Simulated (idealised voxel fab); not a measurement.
The process module presented herein is designated voxel released beams.
Square cells of 5 nm make up the cross-section cut, whose width is 170 nm.
A cross-section is written here as square cells arranged in a grid, and it is given in bands from the top down, each band taking up one or more rows of cells.
Look at the band entry: it leads with the top's height and the bottom's height in nm. Then it lists the materials left to right, with a width in nm for each. The word "edge to edge" on a single material says that material fills the band edge to edge. The word "air" is empty space.
Note: height 0 marks the level under which the wafer is uniformly one material as received. Lowest band unbounded below, written "z 0 and below".
Read "30 to 40" as a graded width: first number on top, second number at the bottom, same change between each pair of neighbouring rows.
Basically "all unchanged" means that step didn't change any cell in the cross-section.
Heads up: "Closed void catalog" only lists the empty pockets with no open path to the top that are 8 cells or more, and it writes them as width x height at distance, distance from the left edge, in nm.
after a step's settings: what the simulator itself notes on the step
"overlay nm", when on a step's line for a step with a mask, measures how far to the right of its planned place the mask lay; a negative measure means to the left.

Process steps foreseen in the plan:
- 1: RECEIVE (material Si)
- 2: CONFORMAL_DEP (material SiN; thk nm 5)
- 3: DIRECTIONAL_DEP (material SiO2; thk nm 20)
- 4: DIRECTIONAL_DEP (material aC; thk nm 15)
- 5: PATTERN (tone open; mask id ANCHOR; material resist; width nm 45; thk nm 30; overlay nm 0)
- 6: DIRECTIONAL_ETCH (etch materials aC; depth nm 15)
- 7: STRIP (etch materials resist)
- 8: DIRECTIONAL_ETCH (etch materials SiO2; depth nm 20)
- 9: STRIP (etch materials aC)
- 10: CONFORMAL_DEP (material polySi; thk nm 15)
- 11: DIRECTIONAL_DEP (material aC; thk nm 10)
- 12: PATTERN (tone cover; mask id BEAM; material resist; width nm 90; thk nm 25; overlay nm 0)
- 13: DIRECTIONAL_ETCH (etch materials aC; depth nm 10)
- 14: STRIP (etch materials resist)
- 15: DIRECTIONAL_ETCH (etch materials polySi; depth nm 15)
- 16: STRIP (etch materials aC)
- 17: STRIP (etch materials SiO2)

as received, after step 1:
* z 0 and below  Si edge to edge
* Closed void catalog: none

Sectioned view, first of two wafers, at the close of the module, processed as intended in the plan:
* z 40 to 25  35 of air / 20 of polySi / 15 of air / 55 of polySi / 45 of air
* z 25 to 20  40 of air / 15 of polySi / 15 of air / 15 of polySi / 85 of air
* z 20 to 5  40 of air / 45 of polySi / 85 of air
* z 5 to 0  SiN edge to edge
* z 0 and below  Si edge to edge
* Closed void catalog: none

Second of two wafers, module complete, sectioned: it shares the first wafer's start and plan but was run with one mistake:
* z 40 to 25  35 of air / 90 of polySi / 45 of air
* z 25 to 20  SiN edge to edge
* z 20 to 0  SiO2 edge to edge
* z 0 and below  Si edge to edge
* Closed void catalog: none
Heads up, the wafer didn't run the way we planned it: plan steps 2 and 3 run swapped
Final difference in cells, second wafer against first, listed per material as more or fewer: 136 more of SiO2; 24 fewer of polySi
